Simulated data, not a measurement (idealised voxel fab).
The process module presented herein is designated voxel wiring stack.
Section cut is 245 nm wide and gridded with 5 nm square cells.
We lay out every cross-section as a grid of square cells and spell it out in bands from the top down, where one band means one or more rows of cells.
In this notation a band is specified by the heights of its top and bottom, in that order and in nm, after which its materials appear from left to right, each paired with its width in nm. The word "edge to edge" attached to a single material means that material fills the band from edge to edge; the word "empty" stands for empty space.
Heights are reckoned from 0. Under this level, the received wafer is all of one material. The bottommost band is open-ended downward, for example "0..down".
When a width is written as two numbers, as in "30..40", the first number is the width in the top row of cells of the band and the second is the width in its bottom row, and the width changes by the same amount from each row to the next.
It should be understood that the words "stayed the same", when stated for a given step, signify that the cross-section underwent no change in any of its cells during that step.
Empty spaces counting at least 8 cells and having no open way to the top are listed in "Fully sealed voids". The notation width x height at distance is used for each, the distance being from the left edge and all three values in nm.
Whatever follows a step's settings on its line is a remark the simulator itself makes about that step.
You can add "overlay nm" to a step's line. For a step with a mask, it describes how far the mask lay to the right of its planned position, and a negative number describes a lay to the left.
### Steps in the process plan
1. RECEIVE [material Si]
2. CONFORMAL_DEP [material SiO2] [thk nm 10]
3. CONFORMAL_DEP [material SiCN] [thk nm 5]
4. DIRECTIONAL_DEP [material lowk] [thk nm 20]
5. PATTERN [tone open] [mask id METAL_1] [material resist] [width nm 25] [pitch nm 55] [thk nm 20] [overlay nm 0]
6. DIRECTIONAL_ETCH [etch materials lowk] [depth nm 20]
7. DIRECTIONAL_ETCH [etch materials SiCN] [depth nm 5]
8. STRIP [etch materials resist]
9. CONFORMAL_DEP [material TiN] [thk nm 5]
10. FILL_DEP [material W] [thk nm 10]
11. CMP [height nm 35]
12. CONFORMAL_DEP [material SiCN] [thk nm 5]
13. DIRECTIONAL_DEP [material lowk] [thk nm 35]
14. PATTERN [tone open] [mask id METAL_2] [material resist] [width nm 25] [pitch nm 55] [thk nm 15] [overlay nm 0]
15. DIRECTIONAL_ETCH [etch materials lowk] [depth nm 20]
16. STRIP [etch materials resist]
17. PATTERN [tone open] [mask id METAL_2_HOLES] [material resist] [width nm 15] [pitch nm 110] [thk nm 20] [overlay nm 0]
18. DIRECTIONAL_ETCH [etch materials lowk] [depth nm 15]
19. DIRECTIONAL_ETCH [etch materials SiCN] [depth nm 5]
20. STRIP [etch materials resist]
21. CONFORMAL_DEP [material TiN] [thk nm 5]
22. FILL_DEP [material Cu] [thk nm 5]
23. CMP [height nm 75]
24. CONFORMAL_DEP [material SiN] [thk nm 5]
### Account of the first of two wafers, which was processed as intended
### Cross-section of the wafer as it came to us, i.e., already through step 1
    0..down | Si edge to edge
    Fully sealed voids: none
### Presented here is a cross-section of the wafer after step 2 has been performed
    10..0 | SiO2 edge to edge
    At heights below 0, the structure remains unaltered.
### Presented here is a cross-section of the wafer after step 3 has been performed
    15..10 | SiCN edge to edge
    At heights below 10, the structure remains unaltered.
### Presented here is a cross-section of the wafer after step 4 has been performed
    35..15 | lowk edge to edge
    At heights below 15, the structure remains unaltered.
### Presented here is a cross-section of the wafer after step 5 has been performed
    55..35 | 25 of resist, 25 of empty, 30 of resist, 25 of empty, 30 of resist, 25 of empty, 30 of resist, 25 of empty, 30 of resist
    At heights below 35, the structure remains unaltered.
### Presented here is a cross-section of the wafer after step 6 has been performed
    55..35 | 25 of resist, 25 of empty, 30 of resist, 25 of empty, 30 of resist, 25 of empty, 30 of resist, 25 of empty, 30 of resist
    35..15 | 25 of lowk, 25 of empty, 30 of lowk, 25 of empty, 30 of lowk, 25 of empty, 30 of lowk, 25 of empty, 30 of lowk
    At heights below 15, the structure remains unaltered.
### Presented here is a cross-section of the wafer after step 7 has been performed
    55..35 | 25 of resist, 25 of empty, 30 of resist, 25 of empty, 30 of resist, 25 of empty, 30 of resist, 25 of empty, 30 of resist
    35..15 | 25 of lowk, 25 of empty, 30 of lowk, 25 of empty, 30 of lowk, 25 of empty, 30 of lowk, 25 of empty, 30 of lowk
    15..10 | 25 of SiCN, 25 of empty, 30 of SiCN, 25 of empty, 30 of SiCN, 25 of empty, 30 of SiCN, 25 of empty, 30 of SiCN
    At heights below 10, the structure remains unaltered.
### Presented here is a cross-section of the wafer after step 8 has been performed
    35..15 | 25 of lowk, 25 of empty, 30 of lowk, 25 of empty, 30 of lowk, 25 of empty, 30 of lowk, 25 of empty, 30 of lowk
    At heights below 15, the structure remains unaltered.
### Presented here is a cross-section of the wafer after step 9 has been performed
    40..35 | 30 of TiN, 15 of empty, 40 of TiN, 15 of empty, 40 of TiN, 15 of empty, 40 of TiN, 15 of empty, 35 of TiN
    35..15 | 25 of lowk, 5 of TiN, 15 of empty, 5 of TiN, 30 of lowk, 5 of TiN, 15 of empty, 5 of TiN, 30 of lowk, 5 of TiN, 15 of empty, 5 of TiN, 30 of lowk, 5 of TiN, 15 of empty, 5 of TiN, 30 of lowk
    15..10 | 25 of SiCN, 25 of TiN, 30 of SiCN, 25 of TiN, 30 of SiCN, 25 of TiN, 30 of SiCN, 25 of TiN, 30 of SiCN
    At heights below 10, the structure remains unaltered.
### Presented here is a cross-section of the wafer after step 10 has been performed
    50..40 | W edge to edge
    40..35 | 30 of TiN, 15 of W, 40 of TiN, 15 of W, 40 of TiN, 15 of W, 40 of TiN, 15 of W, 35 of TiN
    35..15 | 25 of lowk, 5 of TiN, 15 of W, 5 of TiN, 30 of lowk, 5 of TiN, 15 of W, 5 of TiN, 30 of lowk, 5 of TiN, 15 of W, 5 of TiN, 30 of lowk, 5 of TiN, 15 of W, 5 of TiN, 30 of lowk
    At heights below 15, the structure remains unaltered.
### Presented here is a cross-section of the wafer after step 11 has been performed
    35..15 | 25 of lowk, 5 of TiN, 15 of W, 5 of TiN, 30 of lowk, 5 of TiN, 15 of W, 5 of TiN, 30 of lowk, 5 of TiN, 15 of W, 5 of TiN, 30 of lowk, 5 of TiN, 15 of W, 5 of TiN, 30 of lowk
    At heights below 15, the structure remains unaltered.
### Presented here is a cross-section of the wafer after step 12 has been performed
    40..35 | SiCN edge to edge
    At heights below 35, the structure remains unaltered.
### Presented here is a cross-section of the wafer after step 13 has been performed
    75..40 | lowk edge to edge
    At heights below 40, the structure remains unaltered.
### Presented here is a cross-section of the wafer after step 14 has been performed
    90..75 | 25 of resist, 25 of empty, 30 of resist, 25 of empty, 30 of resist, 25 of empty, 30 of resist, 25 of empty, 30 of resist
    At heights below 75, the structure remains unaltered.
### Presented here is a cross-section of the wafer after step 15 has been performed
    90..75 | 25 of resist, 25 of empty, 30 of resist, 25 of empty, 30 of resist, 25 of empty, 30 of resist, 25 of empty, 30 of resist
    75..55 | 25 of lowk, 25 of empty, 30 of lowk, 25 of empty, 30 of lowk, 25 of empty, 30 of lowk, 25 of empty, 30 of lowk
    At heights below 55, the structure remains unaltered.
### Presented here is a cross-section of the wafer after step 16 has been performed
    75..55 | 25 of lowk, 25 of empty, 30 of lowk, 25 of empty, 30 of lowk, 25 of empty, 30 of lowk, 25 of empty, 30 of lowk
    At heights below 55, the structure remains unaltered.
### Presented here is a cross-section of the wafer after step 17 has been performed
    95..75 | 25 of resist, 15 of empty, 95 of resist, 15 of empty, 95 of resist
    75..55 | 25 of lowk, 15 of empty, 10 of resist, 30 of lowk, 25 of resist, 30 of lowk, 15 of empty, 10 of resist, 30 of lowk, 25 of resist, 30 of lowk
    At heights below 55, the structure remains unaltered.
### Presented here is a cross-section of the wafer after step 18 has been performed
    95..75 | 25 of resist, 15 of empty, 95 of resist, 15 of empty, 95 of resist
    75..55 | 25 of lowk, 15 of empty, 10 of resist, 30 of lowk, 25 of resist, 30 of lowk, 15 of empty, 10 of resist, 30 of lowk, 25 of resist, 30 of lowk
    55..40 | 25 of lowk, 15 of empty, 95 of lowk, 15 of empty, 95 of lowk
    At heights below 40, the structure remains unaltered.
### Presented here is a cross-section of the wafer after step 19 has been performed
    95..75 | 25 of resist, 15 of empty, 95 of resist, 15 of empty, 95 of resist
    75..55 | 25 of lowk, 15 of empty, 10 of resist, 30 of lowk, 25 of resist, 30 of lowk, 15 of empty, 10 of resist, 30 of lowk, 25 of resist, 30 of lowk
    55..40 | 25 of lowk, 15 of empty, 95 of lowk, 15 of empty, 95 of lowk
    40..35 | 25 of SiCN, 15 of empty, 95 of SiCN, 15 of empty, 95 of SiCN
    At heights below 35, the structure remains unaltered.
### Presented here is a cross-section of the wafer after step 20 has been performed
    75..55 | 25 of lowk, 25 of empty, 30 of lowk, 25 of empty, 30 of lowk, 25 of empty, 30 of lowk, 25 of empty, 30 of lowk
    At heights below 55, the structure remains unaltered.
### Presented here is a cross-section of the wafer after step 21 has been performed
    80..75 | 30 of TiN, 15 of empty, 40 of TiN, 15 of empty, 40 of TiN, 15 of empty, 40 of TiN, 15 of empty, 35 of TiN
    75..60 | 25 of lowk, 5 of TiN, 15 of empty, 5 of TiN, 30 of lowk, 5 of TiN, 15 of empty, 5 of TiN, 30 of lowk, 5 of TiN, 15 of empty, 5 of TiN, 30 of lowk, 5 of TiN, 15 of empty, 5 of TiN, 30 of lowk
    60..55 | 25 of lowk, 5 of TiN, 5 of empty, 15 of TiN, 30 of lowk, 25 of TiN, 30 of lowk, 5 of TiN, 5 of empty, 15 of TiN, 30 of lowk, 25 of TiN, 30 of lowk
    55..40 | 25 of lowk, 5 of TiN, 5 of empty, 5 of TiN, 95 of lowk, 5 of TiN, 5 of empty, 5 of TiN, 95 of lowk
    40..35 | 25 of SiCN, 15 of TiN, 95 of SiCN, 15 of TiN, 95 of SiCN
    At heights below 35, the structure remains unaltered.
### Presented here is a cross-section of the wafer after step 22 has been performed
    85..80 | Cu edge to edge
    80..75 | 30 of TiN, 15 of Cu, 40 of TiN, 15 of Cu, 40 of TiN, 15 of Cu, 40 of TiN, 15 of Cu, 35 of TiN
    75..60 | 25 of lowk, 5 of TiN, 15 of Cu, 5 of TiN, 30 of lowk, 5 of TiN, 15 of Cu, 5 of TiN, 30 of lowk, 5 of TiN, 15 of Cu, 5 of TiN, 30 of lowk, 5 of TiN, 15 of Cu, 5 of TiN, 30 of lowk
    60..55 | 25 of lowk, 5 of TiN, 5 of Cu, 15 of TiN, 30 of lowk, 25 of TiN, 30 of lowk, 5 of TiN, 5 of Cu, 15 of TiN, 30 of lowk, 25 of TiN, 30 of lowk
    55..40 | 25 of lowk, 5 of TiN, 5 of Cu, 5 of TiN, 95 of lowk, 5 of TiN, 5 of Cu, 5 of TiN, 95 of lowk
    At heights below 40, the structure remains unaltered.
### Presented here is a cross-section of the wafer after step 23 has been performed
    75..60 | 25 of lowk, 5 of TiN, 15 of Cu, 5 of TiN, 30 of lowk, 5 of TiN, 15 of Cu, 5 of TiN, 30 of lowk, 5 of TiN, 15 of Cu, 5 of TiN, 30 of lowk, 5 of TiN, 15 of Cu, 5 of TiN, 30 of lowk
    At heights below 60, the structure remains unaltered.
### Presented here is a cross-section of the wafer after step 24 has been performed
    80..75 | SiN edge to edge
    At heights below 75, the structure remains unaltered.
### The second wafer was prepared from the same starting point and under the same plan as the first; its processing contained one mistake, and it remains indistinguishable from the first wafer up to and including step 10
Cross-sectional view of the second wafer at the intended end time of process step 11: stayed the same
### Cross-sectional view of the second wafer at the intended end time of process step 12
    55..50 | SiCN edge to edge
    At heights below 50, the structure remains unaltered.
### Cross-sectional view of the second wafer at the intended end time of process step 13
    90..55 | lowk edge to edge
    At heights below 55, the structure remains unaltered.
### Cross-sectional view of the second wafer at the intended end time of process step 14
    105..90 | 25 of resist, 25 of empty, 30 of resist, 25 of empty, 30 of resist, 25 of empty, 30 of resist, 25 of empty, 30 of resist
    At heights below 90, the structure remains unaltered.
### Cross-sectional view of the second wafer at the intended end time of process step 15
    105..90 | 25 of resist, 25 of empty, 30 of resist, 25 of empty, 30 of resist, 25 of empty, 30 of resist, 25 of empty, 30 of resist
    90..70 | 25 of lowk, 25 of empty, 30 of lowk, 25 of empty, 30 of lowk, 25 of empty, 30 of lowk, 25 of empty, 30 of lowk
    At heights below 70, the structure remains unaltered.
### Cross-sectional view of the second wafer at the intended end time of process step 16
    90..70 | 25 of lowk, 25 of empty, 30 of lowk, 25 of empty, 30 of lowk, 25 of empty, 30 of lowk, 25 of empty, 30 of lowk
    At heights below 70, the structure remains unaltered.
### Cross-sectional view of the second wafer at the intended end time of process step 17
    110..90 | 25 of resist, 15 of empty, 95 of resist, 15 of empty, 95 of resist
    90..70 | 25 of lowk, 15 of empty, 10 of resist, 30 of lowk, 25 of resist, 30 of lowk, 15 of empty, 10 of resist, 30 of lowk, 25 of resist, 30 of lowk
    At heights below 70, the structure remains unaltered.
### Cross-sectional view of the second wafer at the intended end time of process step 18
    110..90 | 25 of resist, 15 of empty, 95 of resist, 15 of empty, 95 of resist
    90..70 | 25 of lowk, 15 of empty, 10 of resist, 30 of lowk, 25 of resist, 30 of lowk, 15 of empty, 10 of resist, 30 of lowk, 25 of resist, 30 of lowk
    70..55 | 25 of lowk, 15 of empty, 95 of lowk, 15 of empty, 95 of lowk
    At heights below 55, the structure remains unaltered.
### Cross-sectional view of the second wafer at the intended end time of process step 19
    110..90 | 25 of resist, 15 of empty, 95 of resist, 15 of empty, 95 of resist
    90..70 | 25 of lowk, 15 of empty, 10 of resist, 30 of lowk, 25 of resist, 30 of lowk, 15 of empty, 10 of resist, 30 of lowk, 25 of resist, 30 of lowk
    70..55 | 25 of lowk, 15 of empty, 95 of lowk, 15 of empty, 95 of lowk
    55..50 | 25 of SiCN, 15 of empty, 95 of SiCN, 15 of empty, 95 of SiCN
    At heights below 50, the structure remains unaltered.
### Cross-sectional view of the second wafer at the intended end time of process step 20
    90..70 | 25 of lowk, 25 of empty, 30 of lowk, 25 of empty, 30 of lowk, 25 of empty, 30 of lowk, 25 of empty, 30 of lowk
    At heights below 70, the structure remains unaltered.
### Cross-sectional view of the second wafer at the intended end time of process step 21
    95..90 | 30 of TiN, 15 of empty, 40 of TiN, 15 of empty, 40 of TiN, 15 of empty, 40 of TiN, 15 of empty, 35 of TiN
    90..75 | 25 of lowk, 5 of TiN, 15 of empty, 5 of TiN, 30 of lowk, 5 of TiN, 15 of empty, 5 of TiN, 30 of lowk, 5 of TiN, 15 of empty, 5 of TiN, 30 of lowk, 5 of TiN, 15 of empty, 5 of TiN, 30 of lowk
    75..70 | 25 of lowk, 5 of TiN, 5 of empty, 15 of TiN, 30 of lowk, 25 of TiN, 30 of lowk, 5 of TiN, 5 of empty, 15 of TiN, 30 of lowk, 25 of TiN, 30 of lowk
    70..55 | 25 of lowk, 5 of TiN, 5 of empty, 5 of TiN, 95 of lowk, 5 of TiN, 5 of empty, 5 of TiN, 95 of lowk
    55..50 | 25 of SiCN, 15 of TiN, 95 of SiCN, 15 of TiN, 95 of SiCN
    At heights below 50, the structure remains unaltered.
### Cross-sectional view of the second wafer at the intended end time of process step 22
    100..95 | Cu edge to edge
    95..90 | 30 of TiN, 15 of Cu, 40 of TiN, 15 of Cu, 40 of TiN, 15 of Cu, 40 of TiN, 15 of Cu, 35 of TiN
    90..75 | 25 of lowk, 5 of TiN, 15 of Cu, 5 of TiN, 30 of lowk, 5 of TiN, 15 of Cu, 5 of TiN, 30 of lowk, 5 of TiN, 15 of Cu, 5 of TiN, 30 of lowk, 5 of TiN, 15 of Cu, 5 of TiN, 30 of lowk
    75..70 | 25 of lowk, 5 of TiN, 5 of Cu, 15 of TiN, 30 of lowk, 25 of TiN, 30 of lowk, 5 of TiN, 5 of Cu, 15 of TiN, 30 of lowk, 25 of TiN, 30 of lowk
    70..55 | 25 of lowk, 5 of TiN, 5 of Cu, 5 of TiN, 95 of lowk, 5 of TiN, 5 of Cu, 5 of TiN, 95 of lowk
    At heights below 55, the structure remains unaltered.
### Cross-sectional view of the second wafer at the intended end time of process step 23
    75..70 | 25 of lowk, 5 of TiN, 5 of Cu, 15 of TiN, 30 of lowk, 25 of TiN, 30 of lowk, 5 of TiN, 5 of Cu, 15 of TiN, 30 of lowk, 25 of TiN, 30 of lowk
    At heights below 70, the structure remains unaltered.
### Cross-sectional view of the second wafer at the intended end time of process step 24
    80..75 | SiN edge to edge
    At heights below 75, the structure remains unaltered.
Plan not followed: step 11 of the plan was jumped over and never run
Upon completion, the second wafer contains, in terms of cells, a greater or smaller amount of certain materials than the first wafer: 36 fewer of Cu | 13 more of TiN | 110 more of W | 87 fewer of lowk
